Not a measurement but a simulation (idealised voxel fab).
This is a process module. Its name is voxel ribs on slabs.
It is cross-section cut that appears here, measuring 300 nm in width, its square cells being 5 nm in size.
Bands, listed from the top down, are how a cross-section gets written in this document; the cross-section itself is a grid of square cells, and a band is one or more rows of them.
The entry gives the band's vertical extent as a top height and a bottom height in nm, then its horizontal make-up as materials from left to right, each with a width in nm. "blank" stands for empty space; a single material marked "full width" fills the band edge to edge.
Heights from 0 (as-received wafer is one material below). Bottom band endless downward, as "0..down".
Quick explanation for "30..40": the width changes in equal steps down the rows of cells, from the first number in the band's top row to the second number in its bottom row.
The designation "no change", where it is given for a processing step, indicates that no cell of the cross-section was altered in the course of that step.
Empty spaces without an open route to the top, at least 8 cells in extent, make up the entry "Catalogued sealed voids"; each is given as width x height at distance, where the distance is measured from the left edge, and all are in nm.
If you see something after the settings on a step's line, that's the simulator's own remark about that step.
overlay nm: step with mask; distance mask lay right of planned place; negative value = left of planned place.

Process steps (planned):
1: op RECEIVE | material Si
2: op DIRECTIONAL_DEP | material SiO2 | thk nm 20
3: op DIRECTIONAL_DEP | material polySi | thk nm 20
4: op DIRECTIONAL_DEP | material aC | thk nm 15
5: op PATTERN | tone cover | mask id RIB | material resist | width nm 30 | thk nm 30 | overlay nm 0
6: op DIRECTIONAL_ETCH | etch materials aC | depth nm 15
7: op STRIP | etch materials resist
8: op DIRECTIONAL_ETCH | etch materials polySi | depth nm 10
9: op STRIP | etch materials aC
10: op PATTERN | tone cover | mask id SLAB | material resist | width nm 90 | thk nm 20 | overlay nm 0
11: op DIRECTIONAL_ETCH | etch materials polySi | depth nm 5
12: op STRIP | etch materials resist
13: op FILL_DEP | material SiO2 | thk nm 30
14: op CMP | height nm 60
15: op DIRECTIONAL_DEP | material TiN | thk nm 5
16: op DIRECTIONAL_DEP | material aC | thk nm 15
17: op PATTERN | tone cover | mask id HEATER | material resist | width nm 40 | thk nm 30 | overlay nm 0
18: op DIRECTIONAL_ETCH | etch materials aC | depth nm 15
19: op STRIP | etch materials resist
20: op DIRECTIONAL_ETCH | etch materials TiN | depth nm 5
21: op STRIP | etch materials aC
22: op CONFORMAL_DEP | material SiO2 | thk nm 5
varied across the wafers: depth nm of step 11. The plan shows the first wafer's value. All wafers start alike

Step 1 complete: as-received cross-section of the first of several wafers:
  0..down = Si full width
  Catalogued sealed voids: none

Take any row and you have a wafer at the end of the module: how many cells of each material it has gained (+) or lost (-) since it was received, and then its closed voids:
depth nm 5 | +692 SiO2 | +8 TiN | +90 polySi | Catalogued sealed voids: none
depth nm 10 | +734 SiO2 | +8 TiN | +48 polySi | Catalogued sealed voids: none
depth nm 15 | +734 SiO2 | +8 TiN | +48 polySi | Catalogued sealed voids: none
depth nm 20 | +734 SiO2 | +8 TiN | +48 polySi | Catalogued sealed voids: none
depth nm 25 | +734 SiO2 | +8 TiN | +48 polySi | Catalogued sealed voids: none
